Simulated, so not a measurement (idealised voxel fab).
The process module that follows is named voxel capacitor over wiring.
Cross-section cut: width 180 nm, square cells of 5 nm.
Cross-section = grid of square cells, listed top down in bands; band = one or more rows. Basically the band line says how high the top is and how high the bottom is, in nm, and then what's in it from left to right, every material with its width in nm. Empty space shows up as "air", and if a single material carries "throughout" it runs the full band edge to edge. Height is counted from the level 0, under which the received wafer is composed throughout of one material. The lowest of the bands is not closed at the bottom but continues downward, in the notation "top 0, no bottom". Quick explanation for "30->40": the width changes in equal steps down the rows of cells, from the first number in the band's top row to the second number in its bottom row. Given "no alterations made" for a step, no cell of the cross-section differs between before and after that step. "Enclosed empty spaces" lists enclosed empty spaces (at least 8 cells, no open path upward to the top), each as width x height at distance from the left edge, in nm. Note: text after step settings on the step line = simulator remark on that step. overlay nm: mask offset rightward from planned place, masked step; negative means leftward offset.
Planned process steps
1. RECEIVE | material Si
2. CONFORMAL_DEP | material SiO2 | thk nm 15
3. CONFORMAL_DEP | material SiCN | thk nm 5
4. DIRECTIONAL_DEP | material SiO2 | thk nm 25
5. MASKED_ETCH | tone open | mask id METAL_1 | width nm 25 | pitch nm 75 | etch materials SiO2 | depth nm 25 | overlay nm 0
6. MASKED_ETCH | tone open | mask id METAL_1 | width nm 25 | pitch nm 75 | etch materials SiCN | depth nm 5 | overlay nm 0
7. CONFORMAL_DEP | material TiN | thk nm 5
8. FILL_DEP | material W | thk nm 10
9. CMP | height nm 45
10. CONFORMAL_DEP | material SiCN | thk nm 5
11. DIRECTIONAL_DEP | material SiO2 | thk nm 20
12. MASKED_ETCH | tone open | mask id PLUG_1 | width nm 15 | etch materials SiO2 | depth nm 20 | overlay nm 0
13. MASKED_ETCH | tone open | mask id PLUG_1 | width nm 15 | etch materials SiCN | depth nm 5 | overlay nm 0
14. EPI | material Ru | thk nm 10
15. EPI | material Ru | thk nm 10
16. EPI | material Ru | thk nm 5
17. DIRECTIONAL_DEP | material TiN | thk nm 10
18. DIRECTIONAL_DEP | material SiN | thk nm 5
19. DIRECTIONAL_DEP | material TiN | thk nm 10
20. MASKED_ETCH | tone cover | mask id UPPER_PLATE | width nm 55 | etch materials TiN | depth nm 10 | overlay nm 0
21. MASKED_ETCH | tone cover | mask id UPPER_PLATE | width nm 55 | etch materials SiN | depth nm 5 | overlay nm 0
22. PATTERN | tone cover | mask id LOWER_PLATE | material resist | width nm 65 | thk nm 20 | overlay nm 0
23. DIRECTIONAL_ETCH | etch materials TiN | depth nm 10
24. STRIP | etch materials resist
25. FILL_DEP | material SiO2 | thk nm 15
26. CMP | height nm 105
27. MASKED_ETCH | tone open | mask id PLUG_2 | width nm 15 | etch materials SiO2 | depth nm 10 | overlay nm 0
28. CONFORMAL_DEP | material TiN | thk nm 5
29. FILL_DEP | material Cu | thk nm 10
30. CMP | height nm 105
31. CONFORMAL_DEP | material SiN | thk nm 5
Below: the first of two wafers, run as planned
Delivered wafer in cross-section: state after step 1
top 0, no bottom = Si throughout
Enclosed empty spaces: none
So this is the wafer cross-section right after step 2
top 15, bottom 0 = SiO2 throughout
Rest of section, below 0: as before.
So this is the wafer cross-section right after step 3
top 20, bottom 15 = SiCN throughout
Rest of section, below 15: as before.
So this is the wafer cross-section right after step 4
top 45, bottom 20 = SiO2 throughout
Rest of section, below 20: as before.
So this is the wafer cross-section right after step 5
top 45, bottom 20 = SiO2 40 | air 25 | SiO2 50 | air 25 | SiO2 40
Rest of section, below 20: as before.
So this is the wafer cross-section right after step 6
top 45, bottom 20 = SiO2 40 | air 25 | SiO2 50 | air 25 | SiO2 40
top 20, bottom 15 = SiCN 40 | air 25 | SiCN 50 | air 25 | SiCN 40
Rest of section, below 15: as before.
So this is the wafer cross-section right after step 7
top 50, bottom 45 = TiN 45 | air 15 | TiN 60 | air 15 | TiN 45
top 45, bottom 20 = SiO2 40 | TiN 5 | air 15 | TiN 5 | SiO2 50 | TiN 5 | air 15 | TiN 5 | SiO2 40
top 20, bottom 15 = SiCN 40 | TiN 25 | SiCN 50 | TiN 25 | SiCN 40
Rest of section, below 15: as before.
So this is the wafer cross-section right after step 8
top 60, bottom 50 = W throughout
top 50, bottom 45 = TiN 45 | W 15 | TiN 60 | W 15 | TiN 45
top 45, bottom 20 = SiO2 40 | TiN 5 | W 15 | TiN 5 | SiO2 50 | TiN 5 | W 15 | TiN 5 | SiO2 40
Rest of section, below 20: as before.
So this is the wafer cross-section right after step 9
top 45, bottom 20 = SiO2 40 | TiN 5 | W 15 | TiN 5 | SiO2 50 | TiN 5 | W 15 | TiN 5 | SiO2 40
Rest of section, below 20: as before.
So this is the wafer cross-section right after step 10
top 50, bottom 45 = SiCN throughout
Rest of section, below 45: as before.
So this is the wafer cross-section right after step 11
top 70, bottom 50 = SiO2 throughout
Rest of section, below 50: as before.
So this is the wafer cross-section right after step 12
top 70, bottom 50 = SiO2 50 | air 15 | SiO2 115
Rest of section, below 50: as before.
So this is the wafer cross-section right after step 13
top 70, bottom 50 = SiO2 50 | air 15 | SiO2 115
top 50, bottom 45 = SiCN 50 | air 15 | SiCN 115
Rest of section, below 45: as before.
So this is the wafer cross-section right after step 14
top 70, bottom 55 = SiO2 50 | air 15 | SiO2 115
top 55, bottom 50 = SiO2 50 | Ru 15 | SiO2 115
top 50, bottom 45 = SiCN 50 | Ru 15 | SiCN 115
Rest of section, below 45: as before.
So this is the wafer cross-section right after step 15
top 70, bottom 65 = SiO2 50 | air 15 | SiO2 115
top 65, bottom 50 = SiO2 50 | Ru 15 | SiO2 115
Rest of section, below 50: as before.
So this is the wafer cross-section right after step 16
top 70, bottom 50 = SiO2 50 | Ru 15 | SiO2 115
Rest of section, below 50: as before.
So this is the wafer cross-section right after step 17
top 80, bottom 70 = TiN throughout
Rest of section, below 70: as before.
So this is the wafer cross-section right after step 18
top 85, bottom 80 = SiN throughout
Rest of section, below 80: as before.
So this is the wafer cross-section right after step 19
top 95, bottom 85 = TiN throughout
Rest of section, below 85: as before.
So this is the wafer cross-section right after step 20
top 95, bottom 85 = air 50 | TiN 55 | air 75
Rest of section, below 85: as before.
So this is the wafer cross-section right after step 21
top 95, bottom 85 = air 50 | TiN 55 | air 75
top 85, bottom 80 = air 50 | SiN 55 | air 75
Rest of section, below 80: as before.
So this is the wafer cross-section right after step 22
top 115, bottom 95 = air 45 | resist 65 | air 70
top 95, bottom 85 = air 45 | resist 5 | TiN 55 | resist 5 | air 70
top 85, bottom 80 = air 45 | resist 5 | SiN 55 | resist 5 | air 70
Rest of section, below 80: as before.
So this is the wafer cross-section right after step 23
top 115, bottom 95 = air 45 | resist 65 | air 70
top 95, bottom 85 = air 45 | resist 5 | TiN 55 | resist 5 | air 70
top 85, bottom 80 = air 45 | resist 5 | SiN 55 | resist 5 | air 70
top 80, bottom 70 = air 45 | TiN 65 | air 70
Rest of section, below 70: as before.
So this is the wafer cross-section right after step 24
top 95, bottom 85 = air 50 | TiN 55 | air 75
top 85, bottom 80 = air 50 | SiN 55 | air 75
Rest of section, below 80: as before.
So this is the wafer cross-section right after step 25
top 110, bottom 95 = SiO2 throughout
top 95, bottom 85 = SiO2 50 | TiN 55 | SiO2 75
top 85, bottom 80 = SiO2 50 | SiN 55 | SiO2 75
top 80, bottom 70 = SiO2 45 | TiN 65 | SiO2 70
Rest of section, below 70: as before.
So this is the wafer cross-section right after step 26
top 105, bottom 95 = SiO2 throughout
Rest of section, below 95: as before.
So this is the wafer cross-section right after step 27
top 105, bottom 95 = SiO2 60 | air 15 | SiO2 105
Rest of section, below 95: as before.
So this is the wafer cross-section right after step 28
top 110, bottom 105 = TiN 65 | air 5 | TiN 110
top 105, bottom 100 = SiO2 60 | TiN 5 | air 5 | TiN 5 | SiO2 105
top 100, bottom 95 = SiO2 60 | TiN 15 | SiO2 105
Rest of section, below 95: as before.
So this is the wafer cross-section right after step 29
top 120, bottom 110 = Cu throughout
top 110, bottom 105 = TiN 65 | Cu 5 | TiN 110
top 105, bottom 100 = SiO2 60 | TiN 5 | Cu 5 | TiN 5 | SiO2 105
Rest of section, below 100: as before.
So this is the wafer cross-section right after step 30
top 105, bottom 100 = SiO2 60 | TiN 5 | Cu 5 | TiN 5 | SiO2 105
Rest of section, below 100: as before.
So this is the wafer cross-section right after step 31
top 110, bottom 105 = SiN throughout
Rest of section, below 105: as before.
Companion wafer, the second of two: same beginning, same intended sequence, one mistake in carrying it out; through step 1 inclusive it tracks the first exactly
Cross-section of the second wafer when, according to plan, step 2 should have finished
top 30, bottom 0 = SiO2 throughout
Rest of section, below 0: as before.
Cross-section of the second wafer when, according to plan, step 3 should have finished
top 35, bottom 30 = SiCN throughout
Rest of section, below 30: as before.
Cross-section of the second wafer when, according to plan, step 4 should have finished
top 60, bottom 35 = SiO2 throughout
Rest of section, below 35: as before.
Cross-section of the second wafer when, according to plan, step 5 should have finished
top 60, bottom 35 = SiO2 40 | air 25 | SiO2 50 | air 25 | SiO2 40
Rest of section, below 35: as before.
Cross-section of the second wafer when, according to plan, step 6 should have finished
top 60, bottom 35 = SiO2 40 | air 25 | SiO2 50 | air 25 | SiO2 40
top 35, bottom 30 = SiCN 40 | air 25 | SiCN 50 | air 25 | SiCN 40
Rest of section, below 30: as before.
Cross-section of the second wafer when, according to plan, step 7 should have finished
top 65, bottom 60 = TiN 45 | air 15 | TiN 60 | air 15 | TiN 45
top 60, bottom 35 = SiO2 40 | TiN 5 | air 15 | TiN 5 | SiO2 50 | TiN 5 | air 15 | TiN 5 | SiO2 40
top 35, bottom 30 = SiCN 40 | TiN 25 | SiCN 50 | TiN 25 | SiCN 40
Rest of section, below 30: as before.
Cross-section of the second wafer when, according to plan, step 8 should have finished
top 75, bottom 65 = W throughout
top 65, bottom 60 = TiN 45 | W 15 | TiN 60 | W 15 | TiN 45
top 60, bottom 35 = SiO2 40 | TiN 5 | W 15 | TiN 5 | SiO2 50 | TiN 5 | W 15 | TiN 5 | SiO2 40
Rest of section, below 35: as before.
Cross-section of the second wafer when, according to plan, step 9 should have finished
top 45, bottom 35 = SiO2 40 | TiN 5 | W 15 | TiN 5 | SiO2 50 | TiN 5 | W 15 | TiN 5 | SiO2 40
Rest of section, below 35: as before.
Cross-section of the second wafer when, according to plan, step 10 should have finished
top 50, bottom 45 = SiCN throughout
Rest of section, below 45: as before.
Cross-section of the second wafer when, according to plan, step 11 should have finished
top 70, bottom 50 = SiO2 throughout
Rest of section, below 50: as before.
Cross-section of the second wafer when, according to plan, step 12 should have finished
top 70, bottom 50 = SiO2 50 | air 15 | SiO2 115
Rest of section, below 50: as before.
Cross-section of the second wafer when, according to plan, step 13 should have finished
top 70, bottom 50 = SiO2 50 | air 15 | SiO2 115
top 50, bottom 45 = SiCN 50 | air 15 | SiCN 115
Rest of section, below 45: as before.
Cross-section of the second wafer when, according to plan, step 14 should have finished
top 70, bottom 55 = SiO2 50 | air 15 | SiO2 115
top 55, bottom 50 = SiO2 50 | Ru 15 | SiO2 115
top 50, bottom 45 = SiCN 50 | Ru 15 | SiCN 115
Rest of section, below 45: as before.
Cross-section of the second wafer when, according to plan, step 15 should have finished
top 70, bottom 65 = SiO2 50 | air 15 | SiO2 115
top 65, bottom 50 = SiO2 50 | Ru 15 | SiO2 115
Rest of section, below 50: as before.
Cross-section of the second wafer when, according to plan, step 16 should have finished
top 70, bottom 50 = SiO2 50 | Ru 15 | SiO2 115
Rest of section, below 50: as before.
Cross-section of the second wafer when, according to plan, step 17 should have finished
top 80, bottom 70 = TiN throughout
Rest of section, below 70: as before.
Cross-section of the second wafer when, according to plan, step 18 should have finished
top 85, bottom 80 = SiN throughout
Rest of section, below 80: as before.
Cross-section of the second wafer when, according to plan, step 19 should have finished
top 95, bottom 85 = TiN throughout
Rest of section, below 85: as before.
Cross-section of the second wafer when, according to plan, step 20 should have finished
top 95, bottom 85 = air 50 | TiN 55 | air 75
Rest of section, below 85: as before.
Cross-section of the second wafer when, according to plan, step 21 should have finished
top 95, bottom 85 = air 50 | TiN 55 | air 75
top 85, bottom 80 = air 50 | SiN 55 | air 75
Rest of section, below 80: as before.
Cross-section of the second wafer when, according to plan, step 22 should have finished
top 115, bottom 95 = air 45 | resist 65 | air 70
top 95, bottom 85 = air 45 | resist 5 | TiN 55 | resist 5 | air 70
top 85, bottom 80 = air 45 | resist 5 | SiN 55 | resist 5 | air 70
Rest of section, below 80: as before.
Cross-section of the second wafer when, according to plan, step 23 should have finished
top 115, bottom 95 = air 45 | resist 65 | air 70
top 95, bottom 85 = air 45 | resist 5 | TiN 55 | resist 5 | air 70
top 85, bottom 80 = air 45 | resist 5 | SiN 55 | resist 5 | air 70
top 80, bottom 70 = air 45 | TiN 65 | air 70
Rest of section, below 70: as before.
Cross-section of the second wafer when, according to plan, step 24 should have finished
top 95, bottom 85 = air 50 | TiN 55 | air 75
top 85, bottom 80 = air 50 | SiN 55 | air 75
Rest of section, below 80: as before.
Cross-section of the second wafer when, according to plan, step 25 should have finished
top 110, bottom 95 = SiO2 throughout
top 95, bottom 85 = SiO2 50 | TiN 55 | SiO2 75
top 85, bottom 80 = SiO2 50 | SiN 55 | SiO2 75
top 80, bottom 70 = SiO2 45 | TiN 65 | SiO2 70
Rest of section, below 70: as before.
Cross-section of the second wafer when, according to plan, step 26 should have finished
top 105, bottom 95 = SiO2 throughout
Rest of section, below 95: as before.
Cross-section of the second wafer when, according to plan, step 27 should have finished
top 105, bottom 95 = SiO2 60 | air 15 | SiO2 105
Rest of section, below 95: as before.
Cross-section of the second wafer when, according to plan, step 28 should have finished
top 110, bottom 105 = TiN 65 | air 5 | TiN 110
top 105, bottom 100 = SiO2 60 | TiN 5 | air 5 | TiN 5 | SiO2 105
top 100, bottom 95 = SiO2 60 | TiN 15 | SiO2 105
Rest of section, below 95: as before.
Cross-section of the second wafer when, according to plan, step 29 should have finished
top 120, bottom 110 = Cu throughout
top 110, bottom 105 = TiN 65 | Cu 5 | TiN 110
top 105, bottom 100 = SiO2 60 | TiN 5 | Cu 5 | TiN 5 | SiO2 105
Rest of section, below 100: as before.
Cross-section of the second wafer when, according to plan, step 30 should have finished
top 105, bottom 100 = SiO2 60 | TiN 5 | Cu 5 | TiN 5 | SiO2 105
Rest of section, below 100: as before.
Cross-section of the second wafer when, according to plan, step 31 should have finished
top 110, bottom 105 = SiN throughout
Rest of section, below 105: as before.
Finding, execution versus plan: twice over, step 2 of the plan was run
FYI, end of process, the second wafer has more or fewer cells of some materials than the first: +30 SiO2 | -12 TiN | -18 W
